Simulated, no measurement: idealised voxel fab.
The following process module bears the name voxel tone inversion.
Cross-section cut: width 280 nm, square cells of 5 nm.
Think of the cross-section as a grid of square cells. We describe it in bands, top to bottom, and each band covers one or more rows of those cells. The band entry comprises the height of the band's top followed by the height of its bottom, expressed in nm, and subsequently the band's materials from left to right, each stated together with its width in nm. Where a single material is marked with the word "throughout", that material fills the band from edge to edge. The word "empty" represents empty space. Where do heights start? At 0: under that level the wafer as delivered is made of one material only. And the lowest band has no floor; it just carries on downward, as in "from 0 down". You'd read "30 to 40" like this: the band's top row of cells is as wide as the first number, its bottom row is as wide as the second, and going down, every row changes width by the same amount as the row before did. A step reported as "nothing different" is a step in which no cell of the cross-section changed. "Enclosed internal voids": sealed empty spaces, 8 cells or more, no open way to top, listed width x height at distance, with distance from the left edge and width, height and distance in nm. Anything after a step's settings on that line? It's the simulator's own note about the step. overlay nm: step with mask; distance mask lay right of planned place; negative value = left of planned place.

-- plan
step 1: RECEIVE (material Si)
step 2: CONFORMAL_DEP (material SiN; thk nm 10)
step 3: DIRECTIONAL_DEP (material aC; thk nm 20)
step 4: PATTERN (tone cover; mask id POSTS; material resist; width nm 25; pitch nm 40; thk nm 25; overlay nm 0)
step 5: DIRECTIONAL_ETCH (etch materials aC; depth nm 20)
step 6: STRIP (etch materials resist)
step 7: FILL_DEP (material lowk; thk nm 5)
step 8: CMP (height nm 30)
step 9: STRIP (etch materials aC)
step 10: CONFORMAL_DEP (material TiN; thk nm 5)
step 11: FILL_DEP (material Ru; thk nm 5)
step 12: CMP (height nm 30)
step 13: CONFORMAL_DEP (material SiN; thk nm 5)

-- So, the first of our two wafers, run just as we planned it

-- as received, after step 1
- from 0 down: Si throughout
- Enclosed internal voids: none

-- After step 2: wafer cross-section
- from 10 to 0: SiN throughout
- Note: structure below 0 unchanged.

-- After step 3: wafer cross-section
- from 30 to 10: aC throughout
- Note: structure below 10 unchanged.

-- After step 4: wafer cross-section
- from 55 to 30: empty 85 / resist 25 / empty 15 / resist 25 / empty 15 / resist 25 / empty 90
- Note: structure below 30 unchanged.

-- After step 5: wafer cross-section
- from 35 to 30: empty 85 / resist 25 / empty 15 / resist 25 / empty 15 / resist 25 / empty 90
- from 30 to 10: empty 85 / aC 25 / empty 15 / aC 25 / empty 15 / aC 25 / empty 90
- Note: structure below 10 unchanged.

-- After step 6: wafer cross-section
- from 30 to 10: empty 85 / aC 25 / empty 15 / aC 25 / empty 15 / aC 25 / empty 90
- Note: structure below 10 unchanged.

-- After step 7: wafer cross-section
- from 35 to 30: lowk throughout
- from 30 to 10: lowk 85 / aC 25 / lowk 15 / aC 25 / lowk 15 / aC 25 / lowk 90
- Note: structure below 10 unchanged.

-- After step 8: wafer cross-section
- from 30 to 10: lowk 85 / aC 25 / lowk 15 / aC 25 / lowk 15 / aC 25 / lowk 90
- Note: structure below 10 unchanged.

-- After step 9: wafer cross-section
- from 30 to 10: lowk 85 / empty 25 / lowk 15 / empty 25 / lowk 15 / empty 25 / lowk 90
- Note: structure below 10 unchanged.

-- After step 10: wafer cross-section
- from 35 to 30: TiN 90 / empty 15 / TiN 25 / empty 15 / TiN 25 / empty 15 / TiN 95
- from 30 to 15: lowk 85 / TiN 5 / empty 15 / TiN 5 / lowk 15 / TiN 5 / empty 15 / TiN 5 / lowk 15 / TiN 5 / empty 15 / TiN 5 / lowk 90
- from 15 to 10: lowk 85 / TiN 25 / lowk 15 / TiN 25 / lowk 15 / TiN 25 / lowk 90
- Note: structure below 10 unchanged.

-- After step 11: wafer cross-section
- from 40 to 35: Ru throughout
- from 35 to 30: TiN 90 / Ru 15 / TiN 25 / Ru 15 / TiN 25 / Ru 15 / TiN 95
- from 30 to 15: lowk 85 / TiN 5 / Ru 15 / TiN 5 / lowk 15 / TiN 5 / Ru 15 / TiN 5 / lowk 15 / TiN 5 / Ru 15 / TiN 5 / lowk 90
- Note: structure below 15 unchanged.

-- After step 12: wafer cross-section
- from 30 to 15: lowk 85 / TiN 5 / Ru 15 / TiN 5 / lowk 15 / TiN 5 / Ru 15 / TiN 5 / lowk 15 / TiN 5 / Ru 15 / TiN 5 / lowk 90
- Note: structure below 15 unchanged.

-- After step 13: wafer cross-section
- from 35 to 30: SiN throughout
- Note: structure below 30 unchanged.

-- The Second Wafer: Common Origin and Plan, One Mistake in Execution, Identical to the First Through Step 1

-- Second wafer, cross-section, planned end of step 2
- from 20 to 0: aC throughout
- Note: structure below 0 unchanged.

-- Second wafer, cross-section, planned end of step 3
- from 30 to 20: SiN throughout
- Note: structure below 20 unchanged.

-- Second wafer, cross-section, planned end of step 4
- from 55 to 30: empty 85 / resist 25 / empty 15 / resist 25 / empty 15 / resist 25 / empty 90
- Note: structure below 30 unchanged.

-- Second wafer, cross-section, planned end of step 5
- from 35 to 30: empty 85 / resist 25 / empty 15 / resist 25 / empty 15 / resist 25 / empty 90
- Note: structure below 30 unchanged.

-- Second wafer, cross-section, planned end of step 6
- from 30 to 20: SiN throughout
- Note: structure below 20 unchanged.

-- Second wafer, cross-section, planned end of step 7
- from 35 to 30: lowk throughout
- Note: structure below 30 unchanged.

-- Second wafer, cross-section, planned end of step 8
- from 30 to 20: SiN throughout
- Note: structure below 20 unchanged.

Second wafer, cross-section, planned end of step 9: nothing different

-- Second wafer, cross-section, planned end of step 10
- from 35 to 30: TiN throughout
- Note: structure below 30 unchanged.

-- Second wafer, cross-section, planned end of step 11
- from 40 to 35: Ru throughout
- Note: structure below 35 unchanged.

-- Second wafer, cross-section, planned end of step 12
- from 30 to 20: SiN throughout
- Note: structure below 20 unchanged.

-- Second wafer, cross-section, planned end of step 13
- from 35 to 20: SiN throughout
- Note: structure below 20 unchanged.
Plan not followed: the executed order of steps 2 and 3 is the reverse of that specified in the plan, each step having taken the other's position
End of process, cell counts, second wafer against first, materials with more or fewer: 27 fewer of Ru; 33 fewer of TiN; 224 more of aC; 164 fewer of lowk
